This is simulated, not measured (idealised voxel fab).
The name of this process module is voxel self aligned contacts.
We display cut, a cross-section 285 nm in width whose square cells are each 5 nm.
Reading order for cross-sections: top band down to bottom band. Underlying form: a grid of square cells. Band size: one or more rows of cells.
The entry gives the band's vertical extent as a top height and a bottom height in nm, then its horizontal make-up as materials from left to right, each with a width in nm. "empty" stands for empty space; a single material marked "all across" fills the band edge to edge.
Zero point of the height axis is 0; under it, received wafer = one material. Lowest band: continues down indefinitely, "top 0, no bottom".
A width given as "30->40" starts at the first number in the band's top row and ends at the second number in its bottom row, shifting by an equal amount at every step from row to row.
Where the words "changes: none" appear for a step, the cross-section shows no cell changed by that step; every cell remained as before.
Listed in "Enclosed void inventory": every empty space of 8 or more cells without an open way to the top. Form: width x height at distance, the distance being from the left edge, all in nm.
Read whatever lies past the settings on a step's line as the simulator's own remark about the step.
overlay nm: right-of-plan distance of the mask on a masked step; negative values mean left-of-plan.
[The following list gives the planned process steps]
1. RECEIVE: material Si
2. CONFORMAL_DEP: material SiO2, thk nm 5
3. DIRECTIONAL_DEP: material polySi, thk nm 25
4. DIRECTIONAL_DEP: material SiN, thk nm 15
5. DIRECTIONAL_DEP: material aC, thk nm 15
6. PATTERN: tone cover, mask id GATE, material resist, width nm 25, pitch nm 60, thk nm 30, overlay nm 0
7. DIRECTIONAL_ETCH: etch materials aC, depth nm 15
8. STRIP: etch materials resist
9. DIRECTIONAL_ETCH: etch materials SiN, depth nm 15
10. DIRECTIONAL_ETCH: etch materials polySi, depth nm 25
11. STRIP: etch materials aC
12. CONFORMAL_DEP: material SiN, thk nm 5
13. DIRECTIONAL_ETCH: etch materials SiN, depth nm 5
14. FILL_DEP: material SiO2, thk nm 15
15. CMP: height nm 55
16. DIRECTIONAL_DEP: material aC, thk nm 15
17. PATTERN: tone open, mask id CONTACT, material resist, width nm 45, pitch nm 60, thk nm 35, overlay nm 0
18. DIRECTIONAL_ETCH: etch materials aC, depth nm 15
19. STRIP: etch materials resist
20. DIRECTIONAL_ETCH: etch materials SiO2, depth nm 55
21. STRIP: etch materials aC
22. CONFORMAL_DEP: material TiN, thk nm 5
23. FILL_DEP: material Ru, thk nm 5
24. CMP: height nm 55
25. CONFORMAL_DEP: material SiCN, thk nm 5
Be aware that, although all wafers share a common starting state, the width nm at step 6 differs among them, and the plan displays the first wafer's value.
[Here's the first of the wafers in cross-section, just as we got it, i.e. after step 1]
	top 0, no bottom = Si all across
	Enclosed void inventory: none
[Cross-sectional representation of the first of several wafers at the end of the module, i.e. after its terminal step, step 25]
	top 60, bottom 55 = SiCN all across
	top 55, bottom 45 = 90 nm SiO2 / 5->15 nm TiN / 35->15 nm Ru / 5->15 nm TiN / 15 nm SiO2 / 5->15 nm TiN / 35->15 nm Ru / 5->15 nm TiN / 90 nm SiO2
	top 45, bottom 30 = 65 nm SiO2 / 35 nm SiN / 5 nm TiN / 15 nm Ru / 5 nm TiN / 35 nm SiN / 5 nm TiN / 15 nm Ru / 5 nm TiN / 35 nm SiN / 65 nm SiO2
	top 30, bottom 5 = 65 nm SiO2 / 5 nm SiN / 25 nm polySi / 5 nm SiN / 5 nm TiN / 15 nm Ru / 5 nm TiN / 5 nm SiN / 25 nm polySi / 5 nm SiN / 5 nm TiN / 15 nm Ru / 5 nm TiN / 5 nm SiN / 25 nm polySi / 5 nm SiN / 65 nm SiO2
	top 5, bottom 0 = 100 nm SiO2 / 25 nm TiN / 35 nm SiO2 / 25 nm TiN / 100 nm SiO2
	top 0, no bottom = Si all across
	Enclosed void inventory: none
[Sectional view of the last wafer upon completion of the module]
	top 60, bottom 55 = SiCN all across
	top 55, bottom 50 = 90 nm SiO2 / 5 nm TiN / 35 nm Ru / 5 nm TiN / 15 nm SiO2 / 5 nm TiN / 35 nm Ru / 5 nm TiN / 90 nm SiO2
	top 50, bottom 45 = 90 nm SiO2 / 45 nm TiN / 15 nm SiO2 / 45 nm TiN / 90 nm SiO2
	top 45, bottom 30 = 55 nm SiO2 / 55 nm SiN / 5 nm TiN / 55 nm SiN / 5 nm TiN / 55 nm SiN / 55 nm SiO2
	top 30, bottom 5 = 55 nm SiO2 / 5 nm SiN / 45 nm polySi / 5 nm SiN / 5 nm TiN / 5 nm SiN / 45 nm polySi / 5 nm SiN / 5 nm TiN / 5 nm SiN / 45 nm polySi / 5 nm SiN / 55 nm SiO2
	top 5, bottom 0 = 110 nm SiO2 / 5 nm TiN / 55 nm SiO2 / 5 nm TiN / 110 nm SiO2
	top 0, no bottom = Si all across
	Enclosed void inventory: none
[Below is a per-wafer table. In it, each row describes the wafer at the end of the module by giving, for each material, the number of cells gained (+) or lost (-) since the wafer was received, and after that the closed voids of the wafer]
width nm 25; +68 Ru; +57 SiCN; +93 SiN; +333 SiO2; +58 TiN; +75 polySi; Enclosed void inventory: none
width nm 30; +50 Ru; +57 SiCN; +102 SiN; +327 SiO2; +58 TiN; +90 polySi; Enclosed void inventory: none
width nm 35; +32 Ru; +57 SiCN; +111 SiN; +321 SiO2; +58 TiN; +105 polySi; Enclosed void inventory: none
width nm 40; +14 Ru; +57 SiCN; +120 SiN; +315 SiO2; +58 TiN; +120 polySi; Enclosed void inventory: none
width nm 45; +14 Ru; +57 SiCN; +129 SiN; +309 SiO2; +40 TiN; +135 polySi; Enclosed void inventory: none
